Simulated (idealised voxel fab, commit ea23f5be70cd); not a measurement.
Documented hereafter: the process module known as voxel spacer lines.
For reference, the cross-section in this document is cut, with width 200 nm and square cells of 5 nm.
Cross-section format: a grid of square cells, given as bands from top to bottom; each band is one or more rows of cells.
Look at the band entry: it leads with the top's height and the bottom's height in nm. Then it lists the materials left to right, with a width in nm for each. The word "everywhere" on a single material says that material fills the band edge to edge. The word "empty" is empty space.
It should be noted that heights are counted from 0, beneath which the wafer as supplied is of one material throughout, and that the lowest band possesses no lower boundary but continues downward, as written in "0..down".
Per-row width for "30 to 40": begins at first number (top row of band), ends at second number (bottom row), increment between rows held constant.
A step reported as "remains unaltered" is a step in which no cell of the cross-section changed.
Entry "Closed-off voids" = empty spaces >= 8 cells with no open way to the top; each as width x height at distance, distance from left edge, all nm.
Step line, after settings: the simulator's comment on this step.
On any step carrying a mask, the "overlay nm" setting, if present on the step's line, tells how far right of its planned place the mask lay; negative values point to the left.

-- Planned step list for the process
1. RECEIVE [material Si]
2. CONFORMAL_DEP [material Al2O3] [thk nm 10]
3. DIRECTIONAL_DEP [material W] [thk nm 20]
4. DIRECTIONAL_DEP [material aC] [thk nm 20]
5. PATTERN [tone cover] [mask id MANDREL] [material resist] [width nm 20] [pitch nm 60] [thk nm 25] [overlay nm 0]
6. DIRECTIONAL_ETCH [etch materials aC] [depth nm 20]
7. STRIP [etch materials resist]
8. CONFORMAL_DEP [material SiN] [thk nm 10]
9. DIRECTIONAL_ETCH [etch materials SiN] [depth nm 10]
10. STRIP [etch materials aC]
11. DIRECTIONAL_ETCH [etch materials W] [depth nm 20]
12. STRIP [etch materials SiN]

-- What follows covers the first of two wafers; it ran as planned

-- As-received state of the wafer in cross-section, equivalent to post-step 1
> 0..down: Si everywhere
> Closed-off voids: none

-- Cross-section through the wafer, step 2 finished
> 10..0: Al2O3 everywhere
> Anything lower than 0 is untouched.

-- Cross-section through the wafer, step 3 finished
> 30..10: W everywhere
> Anything lower than 10 is untouched.

-- Cross-section through the wafer, step 4 finished
> 50..30: aC everywhere
> Anything lower than 30 is untouched.

-- Cross-section through the wafer, step 5 finished
> 75..50: empty 30  resist 20  empty 40  resist 20  empty 40  resist 20  empty 30
> Anything lower than 50 is untouched.

-- Cross-section through the wafer, step 6 finished
> 55..50: empty 30  resist 20  empty 40  resist 20  empty 40  resist 20  empty 30
> 50..30: empty 30  aC 20  empty 40  aC 20  empty 40  aC 20  empty 30
> Anything lower than 30 is untouched.

-- Cross-section through the wafer, step 7 finished
> 50..30: empty 30  aC 20  empty 40  aC 20  empty 40  aC 20  empty 30
> Anything lower than 30 is untouched.

-- Cross-section through the wafer, step 8 finished
> 60..50: empty 20  SiN 40  empty 20  SiN 40  empty 20  SiN 40  empty 20
> 50..40: empty 20  SiN 10  aC 20  SiN 10  empty 20  SiN 10  aC 20  SiN 10  empty 20  SiN 10  aC 20  SiN 10  empty 20
> 40..30: SiN 30  aC 20  SiN 40  aC 20  SiN 40  aC 20  SiN 30
> Anything lower than 30 is untouched.

-- Cross-section through the wafer, step 9 finished
> 50..30: empty 20  SiN 10  aC 20  SiN 10  empty 20  SiN 10  aC 20  SiN 10  empty 20  SiN 10  aC 20  SiN 10  empty 20
> Anything lower than 30 is untouched.

-- Cross-section through the wafer, step 10 finished
> 50..30: empty 20  SiN 10  empty 20  SiN 10  empty 20  SiN 10  empty 20  SiN 10  empty 20  SiN 10  empty 20  SiN 10  empty 20
> Anything lower than 30 is untouched.

-- Cross-section through the wafer, step 11 finished
> 50..30: empty 20  SiN 10  empty 20  SiN 10  empty 20  SiN 10  empty 20  SiN 10  empty 20  SiN 10  empty 20  SiN 10  empty 20
> 30..10: empty 20  W 10  empty 20  W 10  empty 20  W 10  empty 20  W 10  empty 20  W 10  empty 20  W 10  empty 20
> Anything lower than 10 is untouched.

-- Cross-section through the wafer, step 12 finished
> 30..10: empty 20  W 10  empty 20  W 10  empty 20  W 10  empty 20  W 10  empty 20  W 10  empty 20  W 10  empty 20
> Anything lower than 10 is untouched.

-- Companion wafer, the second of two: same beginning, same intended sequence, one mistake in carrying it out; through step 1 inclusive it tracks the first exactly

Second wafer, cut view, end of step 2 per plan: remains unaltered

-- Second wafer, cut view, end of step 3 per plan
> 20..0: W everywhere
> Anything lower than 0 is untouched.

-- Second wafer, cut view, end of step 4 per plan
> 40..20: aC everywhere
> Anything lower than 20 is untouched.

-- Second wafer, cut view, end of step 5 per plan
> 65..40: empty 30  resist 20  empty 40  resist 20  empty 40  resist 20  empty 30
> Anything lower than 40 is untouched.

-- Second wafer, cut view, end of step 6 per plan
> 45..40: empty 30  resist 20  empty 40  resist 20  empty 40  resist 20  empty 30
> 40..20: empty 30  aC 20  empty 40  aC 20  empty 40  aC 20  empty 30
> Anything lower than 20 is untouched.

-- Second wafer, cut view, end of step 7 per plan
> 40..20: empty 30  aC 20  empty 40  aC 20  empty 40  aC 20  empty 30
> Anything lower than 20 is untouched.

-- Second wafer, cut view, end of step 8 per plan
> 50..40: empty 20  SiN 40  empty 20  SiN 40  empty 20  SiN 40  empty 20
> 40..30: empty 20  SiN 10  aC 20  SiN 10  empty 20  SiN 10  aC 20  SiN 10  empty 20  SiN 10  aC 20  SiN 10  empty 20
> 30..20: SiN 30  aC 20  SiN 40  aC 20  SiN 40  aC 20  SiN 30
> Anything lower than 20 is untouched.

-- Second wafer, cut view, end of step 9 per plan
> 40..20: empty 20  SiN 10  aC 20  SiN 10  empty 20  SiN 10  aC 20  SiN 10  empty 20  SiN 10  aC 20  SiN 10  empty 20
> Anything lower than 20 is untouched.

-- Second wafer, cut view, end of step 10 per plan
> 40..20: empty 20  SiN 10  empty 20  SiN 10  empty 20  SiN 10  empty 20  SiN 10  empty 20  SiN 10  empty 20  SiN 10  empty 20
> Anything lower than 20 is untouched.

-- Second wafer, cut view, end of step 11 per plan
> 40..20: empty 20  SiN 10  empty 20  SiN 10  empty 20  SiN 10  empty 20  SiN 10  empty 20  SiN 10  empty 20  SiN 10  empty 20
> 20..0: empty 20  W 10  empty 20  W 10  empty 20  W 10  empty 20  W 10  empty 20  W 10  empty 20  W 10  empty 20
> Anything lower than 0 is untouched.

-- Second wafer, cut view, end of step 12 per plan
> 20..0: empty 20  W 10  empty 20  W 10  empty 20  W 10  empty 20  W 10  empty 20  W 10  empty 20  W 10  empty 20
> Anything lower than 0 is untouched.
Misprocessing identified: step 2 was left out
Final comparison by cell count, materials where the second wafer has more or fewer than the first: Al2O3 -80
